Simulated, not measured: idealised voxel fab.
A process module follows: voxel gate over fins.
Each square cell in cross-section cut measures 5 nm, and the section as a whole is 285 nm wide.
A cross-section is written here as square cells arranged in a grid, and it is given in bands from the top down, each band taking up one or more rows of cells. Per band: top height and bottom height in nm, followed by the left-to-right materials and their widths in nm; "full width" marks a single material spanning edge to edge, "blank" marks empty space. Height reference: 0 = level under which incoming wafer is all one material. Lowest band: no bottom, runs on downward, e.g. "from 0 down". Read "30->40" as a graded width: first number on top, second number at the bottom, same change between each pair of neighbouring rows. Basically "nothing was modified" means that step didn't change any cell in the cross-section. Entry "Tabulated closed voids" = empty spaces >= 8 cells with no open way to the top; each as width x height at distance, distance from left edge, all nm. What comes after the settings on a step's line is commentary from the simulator itself on that step. On any step carrying a mask, the "overlay nm" setting, if present on the step's line, tells how far right of its planned place the mask lay; negative values point to the left.
Steps in the process plan
- 1: RECEIVE: material Si
- 2: CONFORMAL_DEP: material SiN, thk nm 5
- 3: MASKED_ETCH: tone cover, mask id FINS, width nm 15, pitch nm 60, etch materials SiN, depth nm 5, overlay nm 0
- 4: MASKED_ETCH: tone cover, mask id FINS, width nm 15, pitch nm 60, etch materials Si, depth nm 35, overlay nm 0
- 5: OXIDIZE: depth nm 5
- 6: FILL_DEP: material SiO2, thk nm 5
- 7: CMP: height nm 5
- 8: PATTERN: tone open, mask id RAIL, material resist, width nm 15, thk nm 20, overlay nm 0
- 9: DIRECTIONAL_ETCH: etch materials SiO2, depth nm 35
- 10: STRIP: etch materials resist
- 11: CONFORMAL_DEP: material TiN, thk nm 5
- 12: FILL_DEP: material W, thk nm 10
- 13: CMP: height nm 5
- 14: SELECTIVE_ETCH: etch materials W Ru TiN, depth nm 30
- 15: FILL_DEP: material SiO2, thk nm 5
- 16: CMP: height nm 5
- 17: SELECTIVE_ETCH: etch materials SiO2, depth nm 20
- 18: STRIP: etch materials SiN
- 19: CONFORMAL_DEP: material HfO2, thk nm 5
- 20: CONFORMAL_DEP: material TiN, thk nm 5
- 21: FILL_DEP: material W, thk nm 10
- 22: CMP: height nm 15
- 23: CONFORMAL_DEP: material SiN, thk nm 10
First wafer of two (run as planned)
Wafer as received: cross-section following step 1
* from 0 down: Si full width
* Tabulated closed voids: none
Take a look at the wafer's cross-section after step 2
* from 5 to 0: SiN full width
* Lower than 0, everything is as it was.
Take a look at the wafer's cross-section after step 3
* from 5 to 0: blank=45  SiN=15  blank=45  SiN=15  blank=45  SiN=15  blank=45  SiN=15  blank=45
* Lower than 0, everything is as it was.
Take a look at the wafer's cross-section after step 4
* from 5 to 0: blank=45  SiN=15  blank=45  SiN=15  blank=45  SiN=15  blank=45  SiN=15  blank=45
* from 0 to -35: blank=45  Si=15  blank=45  Si=15  blank=45  Si=15  blank=45  Si=15  blank=45
* Lower than -35, everything is as it was.
Take a look at the wafer's cross-section after step 5
* from 5 to 0: blank=45  SiN=15  blank=45  SiN=15  blank=45  SiN=15  blank=45  SiN=15  blank=45
* from 0 to -35: blank=45  SiO2=5  Si=5  SiO2=5  blank=45  SiO2=5  Si=5  SiO2=5  blank=45  SiO2=5  Si=5  SiO2=5  blank=45  SiO2=5  Si=5  SiO2=5  blank=45
* from -35 to -40: SiO2=50  Si=5  SiO2=55  Si=5  SiO2=55  Si=5  SiO2=55  Si=5  SiO2=50
* Lower than -40, everything is as it was.
Take a look at the wafer's cross-section after step 6
* from 10 to 5: SiO2 full width
* from 5 to 0: SiO2=45  SiN=15  SiO2=45  SiN=15  SiO2=45  SiN=15  SiO2=45  SiN=15  SiO2=45
* from 0 to -40: SiO2=50  Si=5  SiO2=55  Si=5  SiO2=55  Si=5  SiO2=55  Si=5  SiO2=50
* Lower than -40, everything is as it was.
Take a look at the wafer's cross-section after step 7
* from 5 to 0: SiO2=45  SiN=15  SiO2=45  SiN=15  SiO2=45  SiN=15  SiO2=45  SiN=15  SiO2=45
* Lower than 0, everything is as it was.
Take a look at the wafer's cross-section after step 8
* from 25 to 5: resist=75  blank=15  resist=195
* Lower than 5, everything is as it was.
Take a look at the wafer's cross-section after step 9
* from 25 to 5: resist=75  blank=15  resist=195
* from 5 to 0: SiO2=45  SiN=15  SiO2=15  blank=15  SiO2=15  SiN=15  SiO2=45  SiN=15  SiO2=45  SiN=15  SiO2=45
* from 0 to -30: SiO2=50  Si=5  SiO2=20  blank=15  SiO2=20  Si=5  SiO2=55  Si=5  SiO2=55  Si=5  SiO2=50
* Lower than -30, everything is as it was.
Take a look at the wafer's cross-section after step 10
* from 5 to 0: SiO2=45  SiN=15  SiO2=15  blank=15  SiO2=15  SiN=15  SiO2=45  SiN=15  SiO2=45  SiN=15  SiO2=45
* Lower than 0, everything is as it was.
Take a look at the wafer's cross-section after step 11
* from 10 to 5: TiN=80  blank=5  TiN=200
* from 5 to 0: SiO2=45  SiN=15  SiO2=15  TiN=5  blank=5  TiN=5  SiO2=15  SiN=15  SiO2=45  SiN=15  SiO2=45  SiN=15  SiO2=45
* from 0 to -25: SiO2=50  Si=5  SiO2=20  TiN=5  blank=5  TiN=5  SiO2=20  Si=5  SiO2=55  Si=5  SiO2=55  Si=5  SiO2=50
* from -25 to -30: SiO2=50  Si=5  SiO2=20  TiN=15  SiO2=20  Si=5  SiO2=55  Si=5  SiO2=55  Si=5  SiO2=50
* Lower than -30, everything is as it was.
Take a look at the wafer's cross-section after step 12
* from 20 to 10: W full width
* from 10 to 5: TiN=80  W=5  TiN=200
* from 5 to 0: SiO2=45  SiN=15  SiO2=15  TiN=5  W=5  TiN=5  SiO2=15  SiN=15  SiO2=45  SiN=15  SiO2=45  SiN=15  SiO2=45
* from 0 to -25: SiO2=50  Si=5  SiO2=20  TiN=5  W=5  TiN=5  SiO2=20  Si=5  SiO2=55  Si=5  SiO2=55  Si=5  SiO2=50
* Lower than -25, everything is as it was.
Take a look at the wafer's cross-section after step 13
* from 5 to 0: SiO2=45  SiN=15  SiO2=15  TiN=5  W=5  TiN=5  SiO2=15  SiN=15  SiO2=45  SiN=15  SiO2=45  SiN=15  SiO2=45
* Lower than 0, everything is as it was.
Take a look at the wafer's cross-section after step 14
* from 5 to 0: SiO2=45  SiN=15  SiO2=15  blank=15  SiO2=15  SiN=15  SiO2=45  SiN=15  SiO2=45  SiN=15  SiO2=45
* from 0 to -25: SiO2=50  Si=5  SiO2=20  blank=15  SiO2=20  Si=5  SiO2=55  Si=5  SiO2=55  Si=5  SiO2=50
* Lower than -25, everything is as it was.
Take a look at the wafer's cross-section after step 15
* from 10 to 5: SiO2 full width
* from 5 to 0: SiO2=45  SiN=15  SiO2=45  SiN=15  SiO2=45  SiN=15  SiO2=45  SiN=15  SiO2=45
* from 0 to -25: SiO2=50  Si=5  SiO2=55  Si=5  SiO2=55  Si=5  SiO2=55  Si=5  SiO2=50
* Lower than -25, everything is as it was.
Take a look at the wafer's cross-section after step 16
* from 5 to 0: SiO2=45  SiN=15  SiO2=45  SiN=15  SiO2=45  SiN=15  SiO2=45  SiN=15  SiO2=45
* Lower than 0, everything is as it was.
Take a look at the wafer's cross-section after step 17
* from 5 to 0: blank=45  SiN=15  blank=45  SiN=15  blank=45  SiN=15  blank=45  SiN=15  blank=45
* from 0 to -15: blank=50  Si=5  blank=55  Si=5  blank=55  Si=5  blank=55  Si=5  blank=50
* Lower than -15, everything is as it was.
Take a look at the wafer's cross-section after step 18
* from 0 to -15: blank=50  Si=5  blank=55  Si=5  blank=55  Si=5  blank=55  Si=5  blank=50
* Lower than -15, everything is as it was.
Take a look at the wafer's cross-section after step 19
* from 5 to 0: blank=45  HfO2=15  blank=45  HfO2=15  blank=45  HfO2=15  blank=45  HfO2=15  blank=45
* from 0 to -10: blank=45  HfO2=5  Si=5  HfO2=5  blank=45  HfO2=5  Si=5  HfO2=5  blank=45  HfO2=5  Si=5  HfO2=5  blank=45  HfO2=5  Si=5  HfO2=5  blank=45
* from -10 to -15: HfO2=50  Si=5  HfO2=55  Si=5  HfO2=55  Si=5  HfO2=55  Si=5  HfO2=50
* Lower than -15, everything is as it was.
Take a look at the wafer's cross-section after step 20
* from 10 to 5: blank=40  TiN=25  blank=35  TiN=25  blank=35  TiN=25  blank=35  TiN=25  blank=40
* from 5 to 0: blank=40  TiN=5  HfO2=15  TiN=5  blank=35  TiN=5  HfO2=15  TiN=5  blank=35  TiN=5  HfO2=15  TiN=5  blank=35  TiN=5  HfO2=15  TiN=5  blank=40
* from 0 to -5: blank=40  TiN=5  HfO2=5  Si=5  HfO2=5  TiN=5  blank=35  TiN=5  HfO2=5  Si=5  HfO2=5  TiN=5  blank=35  TiN=5  HfO2=5  Si=5  HfO2=5  TiN=5  blank=35  TiN=5  HfO2=5  Si=5  HfO2=5  TiN=5  blank=40
* from -5 to -10: TiN=45  HfO2=5  Si=5  HfO2=5  TiN=45  HfO2=5  Si=5  HfO2=5  TiN=45  HfO2=5  Si=5  HfO2=5  TiN=45  HfO2=5  Si=5  HfO2=5  TiN=45
* Lower than -10, everything is as it was.
Take a look at the wafer's cross-section after step 21
* from 20 to 10: W full width
* from 10 to 5: W=40  TiN=25  W=35  TiN=25  W=35  TiN=25  W=35  TiN=25  W=40
* from 5 to 0: W=40  TiN=5  HfO2=15  TiN=5  W=35  TiN=5  HfO2=15  TiN=5  W=35  TiN=5  HfO2=15  TiN=5  W=35  TiN=5  HfO2=15  TiN=5  W=40
* from 0 to -5: W=40  TiN=5  HfO2=5  Si=5  HfO2=5  TiN=5  W=35  TiN=5  HfO2=5  Si=5  HfO2=5  TiN=5  W=35  TiN=5  HfO2=5  Si=5  HfO2=5  TiN=5  W=35  TiN=5  HfO2=5  Si=5  HfO2=5  TiN=5  W=40
* Lower than -5, everything is as it was.
Take a look at the wafer's cross-section after step 22
* from 15 to 10: W full width
* Lower than 10, everything is as it was.
Take a look at the wafer's cross-section after step 23
* from 25 to 15: SiN full width
* Lower than 15, everything is as it was.
For the second wafer, take the first wafer's start and plan, then add one mistake made in running it; everything through step 1, that step included, is shared with the first
What the second wafer looks like in cross-section when step 2 should have wrapped up: nothing was modified
What the second wafer looks like in cross-section when step 3 should have wrapped up: nothing was modified
What the second wafer looks like in cross-section when step 4 should have wrapped up
* from 0 to -35: blank=45  Si=15  blank=45  Si=15  blank=45  Si=15  blank=45  Si=15  blank=45
* Lower than -35, everything is as it was.
What the second wafer looks like in cross-section when step 5 should have wrapped up
* from 0 to -5: blank=45  SiO2=15  blank=45  SiO2=15  blank=45  SiO2=15  blank=45  SiO2=15  blank=45
* from -5 to -35: blank=45  SiO2=5  Si=5  SiO2=5  blank=45  SiO2=5  Si=5  SiO2=5  blank=45  SiO2=5  Si=5  SiO2=5  blank=45  SiO2=5  Si=5  SiO2=5  blank=45
* from -35 to -40: SiO2=50  Si=5  SiO2=55  Si=5  SiO2=55  Si=5  SiO2=55  Si=5  SiO2=50
* Lower than -40, everything is as it was.
What the second wafer looks like in cross-section when step 6 should have wrapped up
* from 5 to -5: SiO2 full width
* from -5 to -40: SiO2=50  Si=5  SiO2=55  Si=5  SiO2=55  Si=5  SiO2=55  Si=5  SiO2=50
* Lower than -40, everything is as it was.
What the second wafer looks like in cross-section when step 7 should have wrapped up: nothing was modified
What the second wafer looks like in cross-section when step 8 should have wrapped up
* from 25 to 5: resist=75  blank=15  resist=195
* Lower than 5, everything is as it was.
What the second wafer looks like in cross-section when step 9 should have wrapped up
* from 25 to 5: resist=75  blank=15  resist=195
* from 5 to -5: SiO2=75  blank=15  SiO2=195
* from -5 to -30: SiO2=50  Si=5  SiO2=20  blank=15  SiO2=20  Si=5  SiO2=55  Si=5  SiO2=55  Si=5  SiO2=50
* Lower than -30, everything is as it was.
What the second wafer looks like in cross-section when step 10 should have wrapped up
* from 5 to -5: SiO2=75  blank=15  SiO2=195
* Lower than -5, everything is as it was.
What the second wafer looks like in cross-section when step 11 should have wrapped up
* from 10 to 5: TiN=80  blank=5  TiN=200
* from 5 to -5: SiO2=75  TiN=5  blank=5  TiN=5  SiO2=195
* from -5 to -25: SiO2=50  Si=5  SiO2=20  TiN=5  blank=5  TiN=5  SiO2=20  Si=5  SiO2=55  Si=5  SiO2=55  Si=5  SiO2=50
* from -25 to -30: SiO2=50  Si=5  SiO2=20  TiN=15  SiO2=20  Si=5  SiO2=55  Si=5  SiO2=55  Si=5  SiO2=50
* Lower than -30, everything is as it was.
What the second wafer looks like in cross-section when step 12 should have wrapped up
* from 20 to 10: W full width
* from 10 to 5: TiN=80  W=5  TiN=200
* from 5 to -5: SiO2=75  TiN=5  W=5  TiN=5  SiO2=195
* from -5 to -25: SiO2=50  Si=5  SiO2=20  TiN=5  W=5  TiN=5  SiO2=20  Si=5  SiO2=55  Si=5  SiO2=55  Si=5  SiO2=50
* Lower than -25, everything is as it was.
What the second wafer looks like in cross-section when step 13 should have wrapped up
* from 5 to -5: SiO2=75  TiN=5  W=5  TiN=5  SiO2=195
* Lower than -5, everything is as it was.
What the second wafer looks like in cross-section when step 14 should have wrapped up
* from 5 to -5: SiO2=75  blank=15  SiO2=195
* from -5 to -25: SiO2=50  Si=5  SiO2=20  blank=15  SiO2=20  Si=5  SiO2=55  Si=5  SiO2=55  Si=5  SiO2=50
* Lower than -25, everything is as it was.
What the second wafer looks like in cross-section when step 15 should have wrapped up
* from 10 to -5: SiO2 full width
* from -5 to -25: SiO2=50  Si=5  SiO2=55  Si=5  SiO2=55  Si=5  SiO2=55  Si=5  SiO2=50
* Lower than -25, everything is as it was.
What the second wafer looks like in cross-section when step 16 should have wrapped up
* from 5 to -5: SiO2 full width
* Lower than -5, everything is as it was.
What the second wafer looks like in cross-section when step 17 should have wrapped up
* from -5 to -15: blank=50  Si=5  blank=55  Si=5  blank=55  Si=5  blank=55  Si=5  blank=50
* Lower than -15, everything is as it was.
What the second wafer looks like in cross-section when step 18 should have wrapped up: nothing was modified
What the second wafer looks like in cross-section when step 19 should have wrapped up
* from 0 to -5: blank=45  HfO2=15  blank=45  HfO2=15  blank=45  HfO2=15  blank=45  HfO2=15  blank=45
* from -5 to -10: blank=45  HfO2=5  Si=5  HfO2=5  blank=45  HfO2=5  Si=5  HfO2=5  blank=45  HfO2=5  Si=5  HfO2=5  blank=45  HfO2=5  Si=5  HfO2=5  blank=45
* from -10 to -15: HfO2=50  Si=5  HfO2=55  Si=5  HfO2=55  Si=5  HfO2=55  Si=5  HfO2=50
* Lower than -15, everything is as it was.
What the second wafer looks like in cross-section when step 20 should have wrapped up
* from 5 to 0: blank=40  TiN=25  blank=35  TiN=25  blank=35  TiN=25  blank=35  TiN=25  blank=40
* from 0 to -5: blank=40  TiN=5  HfO2=15  TiN=5  blank=35  TiN=5  HfO2=15  TiN=5  blank=35  TiN=5  HfO2=15  TiN=5  blank=35  TiN=5  HfO2=15  TiN=5  blank=40
* from -5 to -10: TiN=45  HfO2=5  Si=5  HfO2=5  TiN=45  HfO2=5  Si=5  HfO2=5  TiN=45  HfO2=5  Si=5  HfO2=5  TiN=45  HfO2=5  Si=5  HfO2=5  TiN=45
* Lower than -10, everything is as it was.
What the second wafer looks like in cross-section when step 21 should have wrapped up
* from 15 to 5: W full width
* from 5 to 0: W=40  TiN=25  W=35  TiN=25  W=35  TiN=25  W=35  TiN=25  W=40
* from 0 to -5: W=40  TiN=5  HfO2=15  TiN=5  W=35  TiN=5  HfO2=15  TiN=5  W=35  TiN=5  HfO2=15  TiN=5  W=35  TiN=5  HfO2=15  TiN=5  W=40
* Lower than -5, everything is as it was.
What the second wafer looks like in cross-section when step 22 should have wrapped up: nothing was modified
What the second wafer looks like in cross-section when step 23 should have wrapped up
* from 25 to 15: SiN full width
* Lower than 15, everything is as it was.
The mistake made against the process plan was this: step 2 of the plan was excluded from execution and never run
Once processing is complete, comparing cell counts shows that the second wafer has more or fewer of certain materials than the first: -8 HfO2 | -4 Si | -8 TiN | +20 W
